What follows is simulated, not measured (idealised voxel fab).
Process module name: voxel capacitor over wiring
In the cross-section labelled cut, the width is 235 nm and each square cell is 5 nm.
In what follows, cross-sections appear as grids of square cells, described through bands that run from the top down, where every band is one or more rows of cells. In this notation a band is specified by the heights of its top and bottom, in that order and in nm, after which its materials appear from left to right, each paired with its width in nm. The word "throughout" attached to a single material means that material fills the band from edge to edge; the word "blank" stands for empty space. It should be noted that heights are counted from 0, beneath which the wafer as supplied is of one material throughout, and that the lowest band possesses no lower boundary but continues downward, as written in "0 down". The notation "30..40" denotes a width that varies across the rows of cells in the band, beginning at the first number in the top row, finishing at the second number in the bottom row, and changing by an identical amount from each row to the next. Basically "identical to before" means that step didn't change any cell in the cross-section. "Enclosed void inventory" contains a list of empty spaces, each no smaller than 8 cells and without an open way to the top, written in the form width x height at distance with the distance from the left edge and all three in nm. Where a step's line continues beyond its settings, the continuation is a remark by the simulator itself on that step. The line of a step may include "overlay nm". On a step with a mask, this value is how far to the right of its planned place the mask lay. A negative value means the mask lay to the left.

**Steps in the process plan**
1) RECEIVE,material Si
2) CONFORMAL_DEP,material SiO2,thk nm 10
3) CONFORMAL_DEP,material SiCN,thk nm 5
4) DIRECTIONAL_DEP,material SiO2,thk nm 15
5) DIRECTIONAL_DEP,material aC,thk nm 15
6) PATTERN,tone open,mask id METAL_1,material resist,width nm 20,pitch nm 80,thk nm 35,overlay nm 0
7) DIRECTIONAL_ETCH,etch materials aC,depth nm 15
8) STRIP,etch materials resist
9) DIRECTIONAL_ETCH,etch materials SiO2,depth nm 15
10) DIRECTIONAL_ETCH,etch materials SiCN,depth nm 5
11) STRIP,etch materials aC
12) CONFORMAL_DEP,material TiN,thk nm 5
13) FILL_DEP,material Cu,thk nm 5
14) CMP,height nm 30
15) CONFORMAL_DEP,material SiCN,thk nm 5
16) DIRECTIONAL_DEP,material SiO2,thk nm 15
17) PATTERN,tone open,mask id PLUG_1,material resist,width nm 15,thk nm 15,overlay nm 0
18) DIRECTIONAL_ETCH,etch materials SiO2,depth nm 15
19) DIRECTIONAL_ETCH,etch materials SiCN,depth nm 5
20) STRIP,etch materials resist
21) CONFORMAL_DEP,material TiN,thk nm 5
22) FILL_DEP,material W,thk nm 10
23) CMP,height nm 50
24) DIRECTIONAL_DEP,material TiN,thk nm 10
25) DIRECTIONAL_DEP,material HfO2,thk nm 5
26) DIRECTIONAL_DEP,material TiN,thk nm 5
27) PATTERN,tone cover,mask id UPPER_PLATE,material resist,width nm 65,thk nm 20,overlay nm 0
28) DIRECTIONAL_ETCH,etch materials TiN,depth nm 5
29) DIRECTIONAL_ETCH,etch materials HfO2,depth nm 5
30) STRIP,etch materials resist
31) PATTERN,tone cover,mask id LOWER_PLATE,material resist,width nm 75,thk nm 20,overlay nm 0
32) DIRECTIONAL_ETCH,etch materials TiN,depth nm 10
33) STRIP,etch materials resist
34) FILL_DEP,material SiO2,thk nm 20
35) CMP,height nm 85
36) PATTERN,tone open,mask id PLUG_2,material resist,width nm 15,thk nm 15,overlay nm -15
37) DIRECTIONAL_ETCH,etch materials SiO2,depth nm 15
38) STRIP,etch materials resist
39) CONFORMAL_DEP,material TiN,thk nm 5
40) FILL_DEP,material W,thk nm 10
41) CMP,height nm 85
42) CONFORMAL_DEP,material SiN,thk nm 5
Where the wafers of this document differ is in the overlay nm of step 36; they start out the same, and the plan states the value that applied to the first wafer.

**First wafer of several, as received: cross-section after step 1**
- 0 down  Si throughout
- Enclosed void inventory: none

**Below, a row for every wafer. Read it as the end-of-module picture: for each material the wafer shows its cells gained (+) or lost (-) since it was received, and then its closed voids**
overlay nm -15, +12 Cu, +13 HfO2, +83 SiCN, +47 SiN, +607 SiO2, +79 TiN, +5 W, Enclosed void inventory: none
overlay nm -10, +12 Cu, +13 HfO2, +83 SiCN, +47 SiN, +607 SiO2, +79 TiN, +5 W, Enclosed void inventory: none
overlay nm -5, +12 Cu, +13 HfO2, +83 SiCN, +47 SiN, +607 SiO2, +79 TiN, +5 W, Enclosed void inventory: none
overlay nm 0, +12 Cu, +13 HfO2, +83 SiCN, +47 SiN, +607 SiO2, +79 TiN, +5 W, Enclosed void inventory: none
overlay nm 5, +12 Cu, +13 HfO2, +83 SiCN, +47 SiN, +607 SiO2, +79 TiN, +5 W, Enclosed void inventory: none
overlay nm 10, +12 Cu, +13 HfO2, +83 SiCN, +47 SiN, +607 SiO2, +79 TiN, +5 W, Enclosed void inventory: none
overlay nm 15, +12 Cu, +13 HfO2, +83 SiCN, +47 SiN, +607 SiO2, +79 TiN, +5 W, Enclosed void inventory: none
